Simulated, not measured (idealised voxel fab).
The name of this process module is voxel self aligned vias.
Square cells of 5 nm make up the cross-section cut, whose width is 220 nm.
Heads up, the way a cross-section reads in here is a grid of square cells, handed over as bands from the top down, with every band being one or more rows of cells. The band entry comprises the height of the band's top followed by the height of its bottom, expressed in nm, and subsequently the band's materials from left to right, each stated together with its width in nm. Where a single material is marked with the word "edge to edge", that material fills the band from edge to edge. The word "blank" represents empty space. Below 0: as-received wafer, all one material; heights counted from there. Lowest band: no bottom, goes on down, written "from 0 down". The expression "30->40" gives the width at the extremes of the band, the first number at its top row of cells and the second at its bottom row, with the width changing by equal amounts from each row to the next in between. For the purposes of this document, the phrase "everything unchanged" attached to a step denotes that no cell within the cross-section was modified by that step. "Closed void listing" contains a list of empty spaces, each no smaller than 8 cells and without an open way to the top, written in the form width x height at distance with the distance from the left edge and all three in nm. What comes after the settings on a step's line is commentary from the simulator itself on that step. A step's line can hold "overlay nm"; with a mask on that step, the setting says how far right of the planned place the mask lay, while a negative setting says it lay to the left.
## Below is the list of planned process steps
| 1 | RECEIVE [material Si] |
| 2 | CONFORMAL_DEP [material SiO2] [thk nm 10] |
| 3 | CONFORMAL_DEP [material SiCN] [thk nm 5] |
| 4 | DIRECTIONAL_DEP [material lowk] [thk nm 25] |
| 5 | MASKED_ETCH [tone open] [mask id LINES] [width nm 20] [pitch nm 60] [etch materials lowk] [depth nm 25] [overlay nm 0] |
| 6 | CONFORMAL_DEP [material TiN] [thk nm 5] |
| 7 | FILL_DEP [material W] [thk nm 5] |
| 8 | CMP [height nm 40] |
| 9 | SELECTIVE_ETCH [etch materials W Ru TiN] [depth nm 5] |
| 10 | FILL_DEP [material SiN] [thk nm 10] |
| 11 | CMP [height nm 40] |
| 12 | DIRECTIONAL_DEP [material lowk] [thk nm 20] |
| 13 | MASKED_ETCH [tone open] [mask id VIAS] [width nm 30] [pitch nm 60] [etch materials lowk] [depth nm 20] [overlay nm 0] |
| 14 | MASKED_ETCH [tone open] [mask id VIAS] [width nm 40] [pitch nm 60] [etch materials SiN] [depth nm 5] [overlay nm 0] |
| 15 | CONFORMAL_DEP [material TiN] [thk nm 5] |
| 16 | FILL_DEP [material W] [thk nm 5] |
| 17 | CMP [height nm 60] |
| 18 | CONFORMAL_DEP [material SiN] [thk nm 5] |
Split variable: width nm, step 13. Plan value = first wafer. Wafers start alike.
## First of several wafers, received after step 1, in cross-section
  from 0 down | Si edge to edge
  Closed void listing: none
## Rows = wafers. At module end, each row lists per material the cells gained (+) or lost (-) since the wafer was received, then the closed voids
width nm 30 | +44 SiCN | +44 SiN | +88 SiO2 | +48 TiN | +40 W | +308 lowk | Closed void listing: none
width nm 35 | +44 SiCN | +44 SiN | +88 SiO2 | +50 TiN | +46 W | +300 lowk | Closed void listing: none
width nm 40 | +44 SiCN | +44 SiN | +88 SiO2 | +52 TiN | +52 W | +292 lowk | Closed void listing: none
width nm 45 | +44 SiCN | +44 SiN | +88 SiO2 | +54 TiN | +58 W | +284 lowk | Closed void listing: none
